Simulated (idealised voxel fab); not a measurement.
Module name: voxel trench capacitor (process module)
FYI the section here is cut, 300 nm wide, cells are 5 nm squares.
Cross-section spec: square-cell grid; bands listed top down; each band is one or more rows.
Each band's line starts with the height of the band's top and of its bottom, in nm. Then come its materials from left to right, each with its width in nm. One material with "throughout" fills the band from edge to edge. "blank" is empty space.
Height datum 0, below which the as-received substrate wafer is one material. Lowest band open at the bottom, running downward: "z 0 and below".
The notation "30->40" denotes a width that varies across the rows of cells in the band, beginning at the first number in the top row, finishing at the second number in the bottom row, and changing by an identical amount from each row to the next.
What does "changes: none" mean for a step? It means no cell of the cross-section changed in that step.
In "Trapped cavities" the enclosed voids are listed, meaning empty spaces of 8 cells or larger without any opening to the top. The form is width x height at distance, distance from the left edge, units nm.
Step line, after settings: the simulator's comment on this step.
Steps that use a mask can have "overlay nm" on their line. It says how far the mask sat to the right of where it was meant to be. Negative means to the left.

## Here's what the planned process steps look like
1. RECEIVE,material Si
2. CONFORMAL_DEP,material SiN,thk nm 10
3. PATTERN,tone open,mask id TRENCH,material resist,width nm 20,pitch nm 60,thk nm 15,overlay nm 0
4. DIRECTIONAL_ETCH,etch materials SiN,depth nm 10
5. DIRECTIONAL_ETCH,etch materials Si,depth nm 30
6. STRIP,etch materials resist
7. CONFORMAL_DEP,material HfO2,thk nm 5
8. CONFORMAL_DEP,material TiN,thk nm 5
9. FILL_DEP,material W,thk nm 10
10. CMP,height nm 10
The value of width nm given for step 3 in the plan refers to the first wafer; the wafers vary in this setting and are alike at the start.

## The first of several wafers as received, shown in cross-section; this is its state after step 1
    z 0 and below = Si throughout
    Trapped cavities: none

## Basically each wafer gets a line in the table, showing it at the end of the module: material by material, the cells it gained (+) or lost (-) since we got it, then its closed voids
width nm 20 | +72 HfO2 | -96 Si | +88 SiN | +56 TiN | Trapped cavities: none
width nm 25 | +76 HfO2 | -120 Si | +80 SiN | +60 TiN | +24 W | Trapped cavities: none
width nm 30 | +80 HfO2 | -144 Si | +72 SiN | +64 TiN | +48 W | Trapped cavities: none
width nm 35 | +84 HfO2 | -168 Si | +64 SiN | +68 TiN | +72 W | Trapped cavities: none
width nm 40 | +88 HfO2 | -192 Si | +56 SiN | +72 TiN | +96 W | Trapped cavities: none
width nm 45 | +92 HfO2 | -216 Si | +48 SiN | +76 TiN | +120 W | Trapped cavities: none
